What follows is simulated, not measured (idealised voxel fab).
process module | voxel fin reveal
cross-section cut | 175 nm wide | cells 5 nm
A cross-section is a grid of square cells, given in bands from the top down. A band is one or more rows of cells.
Each band's line starts with the height of the band's top and of its bottom, in nm. Then come its materials from left to right, each with its width in nm. One material with "throughout" fills the band from edge to edge. "air" is empty space.
Height 0 is the level under which the wafer as received is all one material. The lowest band goes on downwards, as in "0 down".
A width such as "30 to 40" changes by the same amount from each row of cells to the next, from the band's top row to its bottom row.
"no change" after a step means that no cell of the cross-section changed.
closed voids: empty space of 8 cells or more with no open way to the top, each as width x height at its distance from the left edge, in nm
after a step's settings: what the simulator itself notes on the step
overlay nm, on a step with a mask: how far to the right of its planned place the mask lay; to the left if negative
Each pair below shows a cross-section before one step and the cross-section after it, down to the lowest band that changed. The line under each pair gives the step between them, with its settings. The pairs can come from different runs of this module on the same starting wafer, so a pair continues from the pair above only where its "before" says so.
before
  0 down: Si throughout
  closed voids: none
after
  10 to 0: SiN throughout
  below 0: unchanged
  closed voids: none
the step between: op CONFORMAL_DEP | material SiN | thk nm 10
before: the cross-section after the pair above
after
  20 to 10: aC throughout
  below 10: unchanged
  closed voids: none
the step between: op DIRECTIONAL_DEP | material aC | thk nm 10
before: the cross-section after the pair above
after
  45 to 20: air 35 | resist 15 | air 30 | resist 15 | air 30 | resist 15 | air 35
  below 20: unchanged
  closed voids: none
the step between: op PATTERN | tone cover | mask id FINS | material resist | width nm 15 | pitch nm 45 | thk nm 25 | overlay nm 0
before: the cross-section after the pair above
after
  35 to 20: air 35 | resist 15 | air 30 | resist 15 | air 30 | resist 15 | air 35
  20 to 10: air 35 | aC 15 | air 30 | aC 15 | air 30 | aC 15 | air 35
  below 10: unchanged
  closed voids: none
the step between: op DIRECTIONAL_ETCH | etch materials aC | depth nm 10
before: the cross-section after the pair above
after
  20 to 10: air 35 | aC 15 | air 30 | aC 15 | air 30 | aC 15 | air 35
  below 10: unchanged
  closed voids: none
the step between: op STRIP | etch materials resist
before: the cross-section after the pair above
after
  20 to 10: air 35 | aC 15 | air 30 | aC 15 | air 30 | aC 15 | air 35
  10 to 0: air 35 | SiN 15 | air 30 | SiN 15 | air 30 | SiN 15 | air 35
  below 0: unchanged
  closed voids: none
the step between: op DIRECTIONAL_ETCH | etch materials SiN | depth nm 10
before: the cross-section after the pair above
after
  20 to 10: air 35 | aC 15 | air 30 | aC 15 | air 30 | aC 15 | air 35
  10 to 0: air 35 | SiN 15 | air 30 | SiN 15 | air 30 | SiN 15 | air 35
  0 to -35: air 35 | Si 15 | air 30 | Si 15 | air 30 | Si 15 | air 35
  below -35: unchanged
  closed voids: none
the step between: op DIRECTIONAL_ETCH | etch materials Si | depth nm 35
before: the cross-section after the pair above
after
  10 to 0: air 35 | SiN 15 | air 30 | SiN 15 | air 30 | SiN 15 | air 35
  below 0: unchanged
  closed voids: none
the step between: op STRIP | etch materials aC
before: the cross-section after the pair above
after
  25 to 10: SiO2 throughout
  10 to 0: SiO2 35 | SiN 15 | SiO2 30 | SiN 15 | SiO2 30 | SiN 15 | SiO2 35
  0 to -35: SiO2 35 | Si 15 | SiO2 30 | Si 15 | SiO2 30 | Si 15 | SiO2 35
  below -35: unchanged
  closed voids: none
the step between: op FILL_DEP | material SiO2 | thk nm 15
before: the cross-section after the pair above
after
  10 to 0: SiO2 35 | SiN 15 | SiO2 30 | SiN 15 | SiO2 30 | SiN 15 | SiO2 35
  below 0: unchanged
  closed voids: none
the step between: op CMP | height nm 10
before: the cross-section after the pair above
after
  10 to 0: air 35 | SiN 15 | air 30 | SiN 15 | air 30 | SiN 15 | air 35
  0 to -25: air 35 | Si 15 | air 30 | Si 15 | air 30 | Si 15 | air 35
  below -25: unchanged
  closed voids: none
the step between: op SELECTIVE_ETCH | etch materials SiO2 | depth nm 35
before: the cross-section after the pair above
after
  0 to -25: air 35 | Si 15 | air 30 | Si 15 | air 30 | Si 15 | air 35
  below -25: unchanged
  closed voids: none
the step between: op STRIP | etch materials SiN
before
  25 to 10: SiO2 throughout
  10 to 0: SiO2 35 | SiN 15 | SiO2 30 | SiN 15 | SiO2 30 | SiN 15 | SiO2 35
  0 to -35: SiO2 35 | Si 15 | SiO2 30 | Si 15 | SiO2 30 | Si 15 | SiO2 35
  -35 down: Si throughout
  closed voids: none
after
  10 to 0: air 35 | SiN 15 | air 30 | SiN 15 | air 30 | SiN 15 | air 35
  0 to -10: air 35 | Si 15 | air 30 | Si 15 | air 30 | Si 15 | air 35
  below -10: unchanged
  closed voids: none
the step between: op SELECTIVE_ETCH | etch materials SiO2 | depth nm 35
before: the cross-section after the pair above
after
  0 to -10: air 35 | Si 15 | air 30 | Si 15 | air 30 | Si 15 | air 35
  below -10: unchanged
  closed voids: none
the step between: op STRIP | etch materials SiN
before
  20 to 10: air 35 | aC 15 | air 30 | aC 15 | air 30 | aC 15 | air 35
  10 to 0: air 35 | SiN 15 | air 30 | SiN 15 | air 30 | SiN 15 | air 35
  0 to -35: air 35 | Si 15 | air 30 | Si 15 | air 30 | Si 15 | air 35
  -35 down: Si throughout
  closed voids: none
after
  20 to 10: air 35 | aC 15 | air 30 | aC 15 | air 30 | aC 15 | air 35
  10 to 0: air 35 | SiN 15 | air 30 | SiN 15 | air 30 | SiN 15 | air 35
  0 to -70: air 35 | Si 15 | air 30 | Si 15 | air 30 | Si 15 | air 35
  below -70: unchanged
  closed voids: none
the step between: op DIRECTIONAL_ETCH | etch materials Si | depth nm 35
before: the cross-section after the pair above
after
  10 to 0: air 35 | SiN 15 | air 30 | SiN 15 | air 30 | SiN 15 | air 35
  below 0: unchanged
  closed voids: none
the step between: op STRIP | etch materials aC
before: the cross-section after the pair above
after
  25 to 10: SiO2 throughout
  10 to 0: SiO2 35 | SiN 15 | SiO2 30 | SiN 15 | SiO2 30 | SiN 15 | SiO2 35
  0 to -70: SiO2 35 | Si 15 | SiO2 30 | Si 15 | SiO2 30 | Si 15 | SiO2 35
  below -70: unchanged
  closed voids: none
the step between: op FILL_DEP | material SiO2 | thk nm 15
before: the cross-section after the pair above
after
  10 to 0: SiO2 35 | SiN 15 | SiO2 30 | SiN 15 | SiO2 30 | SiN 15 | SiO2 35
  below 0: unchanged
  closed voids: none
the step between: op CMP | height nm 10
before: the cross-section after the pair above
after
  10 to 0: air 35 | SiN 15 | air 30 | SiN 15 | air 30 | SiN 15 | air 35
  0 to -25: air 35 | Si 15 | air 30 | Si 15 | air 30 | Si 15 | air 35
  below -25: unchanged
  closed voids: none
the step between: op SELECTIVE_ETCH | etch materials SiO2 | depth nm 35
before: the cross-section after the pair above
after
  0 to -25: air 35 | Si 15 | air 30 | Si 15 | air 30 | Si 15 | air 35
  below -25: unchanged
  closed voids: none
the step between: op STRIP | etch materials SiN
before
  20 to 10: air 35 | aC 15 | air 30 | aC 15 | air 30 | aC 15 | air 35
  10 to 0: air 35 | SiN 15 | air 30 | SiN 15 | air 30 | SiN 15 | air 35
  0 to -35: air 35 | Si 15 | air 30 | Si 15 | air 30 | Si 15 | air 35
  -35 down: Si throughout
  closed voids: none
after
  35 to 20: SiO2 throughout
  20 to 10: SiO2 35 | aC 15 | SiO2 30 | aC 15 | SiO2 30 | aC 15 | SiO2 35
  10 to 0: SiO2 35 | SiN 15 | SiO2 30 | SiN 15 | SiO2 30 | SiN 15 | SiO2 35
  0 to -35: SiO2 35 | Si 15 | SiO2 30 | Si 15 | SiO2 30 | Si 15 | SiO2 35
  below -35: unchanged
  closed voids: none
the step between: op FILL_DEP | material SiO2 | thk nm 15
before: the cross-section after the pair above
after
  10 to 0: SiO2 35 | SiN 15 | SiO2 30 | SiN 15 | SiO2 30 | SiN 15 | SiO2 35
  below 0: unchanged
  closed voids: none
the step between: op CMP | height nm 10
before
  20 to 10: air 35 | aC 15 | air 30 | aC 15 | air 30 | aC 15 | air 35
  10 to 0: air 35 | SiN 15 | air 30 | SiN 15 | air 30 | SiN 15 | air 35
  0 down: Si throughout
  closed voids: none
after
  20 to 10: air 35 | aC 15 | air 30 | aC 15 | air 30 | aC 15 | air 35
  10 to 0: air 35 | SiN 15 | air 30 | SiN 15 | air 30 | SiN 15 | air 35
  0 to -40: air 35 | Si 15 | air 30 | Si 15 | air 30 | Si 15 | air 35
  below -40: unchanged
  closed voids: none
the step between: op DIRECTIONAL_ETCH | etch materials Si | depth nm 40
before: the cross-section after the pair above
after
  10 to 0: air 35 | SiN 15 | air 30 | SiN 15 | air 30 | SiN 15 | air 35
  below 0: unchanged
  closed voids: none
the step between: op STRIP | etch materials aC
before: the cross-section after the pair above
after
  25 to 10: SiO2 throughout
  10 to 0: SiO2 35 | SiN 15 | SiO2 30 | SiN 15 | SiO2 30 | SiN 15 | SiO2 35
  0 to -40: SiO2 35 | Si 15 | SiO2 30 | Si 15 | SiO2 30 | Si 15 | SiO2 35
  below -40: unchanged
  closed voids: none
the step between: op FILL_DEP | material SiO2 | thk nm 15
before: the cross-section after the pair above
after
  10 to 0: SiO2 35 | SiN 15 | SiO2 30 | SiN 15 | SiO2 30 | SiN 15 | SiO2 35
  below 0: unchanged
  closed voids: none
the step between: op CMP | height nm 10
before: the cross-section after the pair above
after
  10 to 0: air 35 | SiN 15 | air 30 | SiN 15 | air 30 | SiN 15 | air 35
  0 to -25: air 35 | Si 15 | air 30 | Si 15 | air 30 | Si 15 | air 35
  below -25: unchanged
  closed voids: none
the step between: op SELECTIVE_ETCH | etch materials SiO2 | depth nm 35
before: the cross-section after the pair above
after
  0 to -25: air 35 | Si 15 | air 30 | Si 15 | air 30 | Si 15 | air 35
  below -25: unchanged
  closed voids: none
the step between: op STRIP | etch materials SiN
before
  20 to 10: aC throughout
  10 to 0: SiN throughout
  0 down: Si throughout
  closed voids: none
after
  45 to 20: air 35 | resist 20 | air 25 | resist 20 | air 25 | resist 20 | air 30
  below 20: unchanged
  closed voids: none
the step between: op PATTERN | tone cover | mask id FINS | material resist | width nm 20 | pitch nm 45 | thk nm 25 | overlay nm 0
before: the cross-section after the pair above
after
  35 to 20: air 35 | resist 20 | air 25 | resist 20 | air 25 | resist 20 | air 30
  20 to 10: air 35 | aC 20 | air 25 | aC 20 | air 25 | aC 20 | air 30
  below 10: unchanged
  closed voids: none
the step between: op DIRECTIONAL_ETCH | etch materials aC | depth nm 10
before: the cross-section after the pair above
after
  20 to 10: air 35 | aC 20 | air 25 | aC 20 | air 25 | aC 20 | air 30
  below 10: unchanged
  closed voids: none
the step between: op STRIP | etch materials resist
before: the cross-section after the pair above
after
  20 to 10: air 35 | aC 20 | air 25 | aC 20 | air 25 | aC 20 | air 30
  10 to 0: air 35 | SiN 20 | air 25 | SiN 20 | air 25 | SiN 20 | air 30
  below 0: unchanged
  closed voids: none
the step between: op DIRECTIONAL_ETCH | etch materials SiN | depth nm 10
before: the cross-section after the pair above
after
  20 to 10: air 35 | aC 20 | air 25 | aC 20 | air 25 | aC 20 | air 30
  10 to 0: air 35 | SiN 20 | air 25 | SiN 20 | air 25 | SiN 20 | air 30
  0 to -35: air 35 | Si 20 | air 25 | Si 20 | air 25 | Si 20 | air 30
  below -35: unchanged
  closed voids: none
the step between: op DIRECTIONAL_ETCH | etch materials Si | depth nm 35
before: the cross-section after the pair above
after
  10 to 0: air 35 | SiN 20 | air 25 | SiN 20 | air 25 | SiN 20 | air 30
  below 0: unchanged
  closed voids: none
the step between: op STRIP | etch materials aC
before: the cross-section after the pair above
after
  25 to 10: SiO2 throughout
  10 to 0: SiO2 35 | SiN 20 | SiO2 25 | SiN 20 | SiO2 25 | SiN 20 | SiO2 30
  0 to -35: SiO2 35 | Si 20 | SiO2 25 | Si 20 | SiO2 25 | Si 20 | SiO2 30
  below -35: unchanged
  closed voids: none
the step between: op FILL_DEP | material SiO2 | thk nm 15
before: the cross-section after the pair above
after
  10 to 0: SiO2 35 | SiN 20 | SiO2 25 | SiN 20 | SiO2 25 | SiN 20 | SiO2 30
  below 0: unchanged
  closed voids: none
the step between: op CMP | height nm 10
before: the cross-section after the pair above
after
  10 to 0: air 35 | SiN 20 | air 25 | SiN 20 | air 25 | SiN 20 | air 30
  0 to -25: air 35 | Si 20 | air 25 | Si 20 | air 25 | Si 20 | air 30
  below -25: unchanged
  closed voids: none
the step between: op SELECTIVE_ETCH | etch materials SiO2 | depth nm 35
before: the cross-section after the pair above
after
  0 to -25: air 35 | Si 20 | air 25 | Si 20 | air 25 | Si 20 | air 30
  below -25: unchanged
  closed voids: none
the step between: op STRIP | etch materials SiN
before
  20 to 10: aC throughout
  10 to 0: SiN throughout
  0 down: Si throughout
  closed voids: none
after
  45 to 20: air 25 | resist 15 | air 30 | resist 15 | air 30 | resist 15 | air 45
  below 20: unchanged
  closed voids: none
the step between: op PATTERN | tone cover | mask id FINS | material resist | width nm 15 | pitch nm 45 | thk nm 25 | overlay nm -10
before: the cross-section after the pair above
after
  35 to 20: air 25 | resist 15 | air 30 | resist 15 | air 30 | resist 15 | air 45
  20 to 10: air 25 | aC 15 | air 30 | aC 15 | air 30 | aC 15 | air 45
  below 10: unchanged
  closed voids: none
the step between: op DIRECTIONAL_ETCH | etch materials aC | depth nm 10
before: the cross-section after the pair above
after
  20 to 10: air 25 | aC 15 | air 30 | aC 15 | air 30 | aC 15 | air 45
  below 10: unchanged
  closed voids: none
the step between: op STRIP | etch materials resist
before: the cross-section after the pair above
after
  20 to 10: air 25 | aC 15 | air 30 | aC 15 | air 30 | aC 15 | air 45
  10 to 0: air 25 | SiN 15 | air 30 | SiN 15 | air 30 | SiN 15 | air 45
  below 0: unchanged
  closed voids: none
the step between: op DIRECTIONAL_ETCH | etch materials SiN | depth nm 10
before: the cross-section after the pair above
after
  20 to 10: air 25 | aC 15 | air 30 | aC 15 | air 30 | aC 15 | air 45
  10 to 0: air 25 | SiN 15 | air 30 | SiN 15 | air 30 | SiN 15 | air 45
  0 to -35: air 25 | Si 15 | air 30 | Si 15 | air 30 | Si 15 | air 45
  below -35: unchanged
  closed voids: none
the step between: op DIRECTIONAL_ETCH | etch materials Si | depth nm 35
before: the cross-section after the pair above
after
  10 to 0: air 25 | SiN 15 | air 30 | SiN 15 | air 30 | SiN 15 | air 45
  below 0: unchanged
  closed voids: none
the step between: op STRIP | etch materials aC
before: the cross-section after the pair above
after
  25 to 10: SiO2 throughout
  10 to 0: SiO2 25 | SiN 15 | SiO2 30 | SiN 15 | SiO2 30 | SiN 15 | SiO2 45
  0 to -35: SiO2 25 | Si 15 | SiO2 30 | Si 15 | SiO2 30 | Si 15 | SiO2 45
  below -35: unchanged
  closed voids: none
the step between: op FILL_DEP | material SiO2 | thk nm 15
before: the cross-section after the pair above
after
  10 to 0: SiO2 25 | SiN 15 | SiO2 30 | SiN 15 | SiO2 30 | SiN 15 | SiO2 45
  below 0: unchanged
  closed voids: none
the step between: op CMP | height nm 10
before: the cross-section after the pair above
after
  10 to 0: air 25 | SiN 15 | air 30 | SiN 15 | air 30 | SiN 15 | air 45
  0 to -25: air 25 | Si 15 | air 30 | Si 15 | air 30 | Si 15 | air 45
  below -25: unchanged
  closed voids: none
the step between: op SELECTIVE_ETCH | etch materials SiO2 | depth nm 35
before: the cross-section after the pair above
after
  0 to -25: air 25 | Si 15 | air 30 | Si 15 | air 30 | Si 15 | air 45
  below -25: unchanged
  closed voids: none
the step between: op STRIP | etch materials SiN
before
  10 to 0: air 35 | SiN 15 | air 30 | SiN 15 | air 30 | SiN 15 | air 35
  0 to -35: air 35 | Si 15 | air 30 | Si 15 | air 30 | Si 15 | air 35
  -35 down: Si throughout
  closed voids: none
after
  25 to 10: aC throughout
  10 to 0: aC 35 | SiN 15 | aC 30 | SiN 15 | aC 30 | SiN 15 | aC 35
  0 to -35: aC 35 | Si 15 | aC 30 | Si 15 | aC 30 | Si 15 | aC 35
  below -35: unchanged
  closed voids: none
the step between: op FILL_DEP | material aC | thk nm 15
before: the cross-section after the pair above
after
  10 to 0: aC 35 | SiN 15 | aC 30 | SiN 15 | aC 30 | SiN 15 | aC 35
  below 0: unchanged
  closed voids: none
the step between: op CMP | height nm 10
before: the cross-section after the pair above
after
  10 to 0: aC 35 | air 15 | aC 30 | air 15 | aC 30 | air 15 | aC 35
  below 0: unchanged
  closed voids: none
the step between: op STRIP | etch materials SiN
before
  20 to 10: aC throughout
  10 to 0: SiN throughout
  0 down: Si throughout
  closed voids: none
after
  45 to 20: resist 35 | air 15 | resist 30 | air 15 | resist 30 | air 15 | resist 35
  below 20: unchanged
  closed voids: none
the step between: op PATTERN | tone open | mask id FINS | material resist | width nm 15 | pitch nm 45 | thk nm 25 | overlay nm 0
before: the cross-section after the pair above
after
  35 to 20: resist 35 | air 15 | resist 30 | air 15 | resist 30 | air 15 | resist 35
  20 to 10: aC 35 | air 15 | aC 30 | air 15 | aC 30 | air 15 | aC 35
  below 10: unchanged
  closed voids: none
the step between: op DIRECTIONAL_ETCH | etch materials aC | depth nm 10
before: the cross-section after the pair above
after
  20 to 10: aC 35 | air 15 | aC 30 | air 15 | aC 30 | air 15 | aC 35
  below 10: unchanged
  closed voids: none
the step between: op STRIP | etch materials resist
before: the cross-section after the pair above
after
  20 to 10: aC 35 | air 15 | aC 30 | air 15 | aC 30 | air 15 | aC 35
  10 to 0: SiN 35 | air 15 | SiN 30 | air 15 | SiN 30 | air 15 | SiN 35
  below 0: unchanged
  closed voids: none
the step between: op DIRECTIONAL_ETCH | etch materials SiN | depth nm 10
before: the cross-section after the pair above
after
  20 to 10: aC 35 | air 15 | aC 30 | air 15 | aC 30 | air 15 | aC 35
  10 to 0: SiN 35 | air 15 | SiN 30 | air 15 | SiN 30 | air 15 | SiN 35
  0 to -35: Si 35 | air 15 | Si 30 | air 15 | Si 30 | air 15 | Si 35
  below -35: unchanged
  closed voids: none
the step between: op DIRECTIONAL_ETCH | etch materials Si | depth nm 35
before: the cross-section after the pair above
after
  10 to 0: SiN 35 | air 15 | SiN 30 | air 15 | SiN 30 | air 15 | SiN 35
  below 0: unchanged
  closed voids: none
the step between: op STRIP | etch materials aC
before: the cross-section after the pair above
after
  25 to 10: SiO2 throughout
  10 to 0: SiN 35 | SiO2 15 | SiN 30 | SiO2 15 | SiN 30 | SiO2 15 | SiN 35
  0 to -35: Si 35 | SiO2 15 | Si 30 | SiO2 15 | Si 30 | SiO2 15 | Si 35
  below -35: unchanged
  closed voids: none
the step between: op FILL_DEP | material SiO2 | thk nm 15
before: the cross-section after the pair above
after
  10 to 0: SiN 35 | SiO2 15 | SiN 30 | SiO2 15 | SiN 30 | SiO2 15 | SiN 35
  below 0: unchanged
  closed voids: none
the step between: op CMP | height nm 10
before: the cross-section after the pair above
after
  10 to 0: SiN 35 | air 15 | SiN 30 | air 15 | SiN 30 | air 15 | SiN 35
  0 to -25: Si 35 | air 15 | Si 30 | air 15 | Si 30 | air 15 | Si 35
  below -25: unchanged
  closed voids: none
the step between: op SELECTIVE_ETCH | etch materials SiO2 | depth nm 35
before: the cross-section after the pair above
after
  0 to -25: Si 35 | air 15 | Si 30 | air 15 | Si 30 | air 15 | Si 35
  below -25: unchanged
  closed voids: none
the step between: op STRIP | etch materials SiN
